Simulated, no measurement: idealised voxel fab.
Process module under the name voxel air gaps
The figure presents cross-section cut, which has a width of 210 nm and is divided into square cells with an edge length of 5 nm.
Think of the cross-section as a grid of square cells. We describe it in bands, top to bottom, and each band covers one or more rows of those cells. Top height, bottom height, nm. Materials left to right, width each, nm. Single material + "all across" = fills band edge to edge. "blank" = empty. We count height from 0. Below that, the starting wafer is all one material. The lowest band never ends at the bottom but goes on down; see "0..down" for how that is written. Per-row width for "30..40": begins at first number (top row of band), ends at second number (bottom row), increment between rows held constant. Reading "nothing different" for a step: not a cell of the cross-section changed in it. In "Catalogued sealed voids" the enclosed voids are listed, meaning empty spaces of 8 cells or larger without any opening to the top. The form is width x height at distance, distance from the left edge, units nm. Read whatever lies past the settings on a step's line as the simulator's own remark about the step. The line of a step may include "overlay nm". On a step with a mask, this value is how far to the right of its planned place the mask lay. A negative value means the mask lay to the left.

-- Process steps foreseen in the plan
1) op RECEIVE | material Si
2) op CONFORMAL_DEP | material SiO2 | thk nm 10
3) op CONFORMAL_DEP | material SiN | thk nm 5
4) op DIRECTIONAL_DEP | material SiO2 | thk nm 35
5) op MASKED_ETCH | tone open | mask id LINES | width nm 15 | pitch nm 40 | etch materials SiO2 | depth nm 35 | overlay nm 0
6) op CONFORMAL_DEP | material TiN | thk nm 5
7) op FILL_DEP | material Cu | thk nm 5
8) op CMP | height nm 50
9) op EPI | material Ru | thk nm 10
10) op SELECTIVE_ETCH | etch materials SiO2 | depth nm 45
11) op CONFORMAL_DEP | material SiCN | thk nm 5

-- Cross-section of the wafer as it came to us, i.e., already through step 1
  0..down = Si all across
  Catalogued sealed voids: none

-- The following cross-section depicts the wafer upon conclusion of the module. Processing commenced from the starting condition illustrated above and adhered to the plan illustrated above, save for one mistake in execution
  65..60 = blank (35) / SiCN (135) / blank (40)
  60..50 = blank (35) / SiCN (5) / Ru (125) / SiCN (5) / blank (40)
  50..45 = blank (35) / SiCN (15) / TiN (5) / Cu (15) / TiN (5) / SiO2 (15) / TiN (5) / Cu (15) / TiN (5) / SiO2 (15) / TiN (5) / Cu (15) / TiN (5) / SiCN (15) / blank (40)
  45..20 = blank (45) / SiCN (5) / TiN (5) / Cu (15) / TiN (5) / SiO2 (15) / TiN (5) / Cu (15) / TiN (5) / SiO2 (15) / TiN (5) / Cu (15) / TiN (5) / SiCN (5) / blank (50)
  20..15 = SiCN (50) / TiN (25) / SiO2 (15) / TiN (25) / SiO2 (15) / TiN (25) / SiCN (55)
  15..10 = SiN all across
  10..0 = SiO2 all across
  0..down = Si all across
  Catalogued sealed voids: none
The plan and the run diverged here: planned and actual differ for step 5; actual: op MASKED_ETCH | tone open | mask id LINES | width nm 25 | pitch nm 40 | etch materials SiO2 | depth nm 35 | overlay nm 0
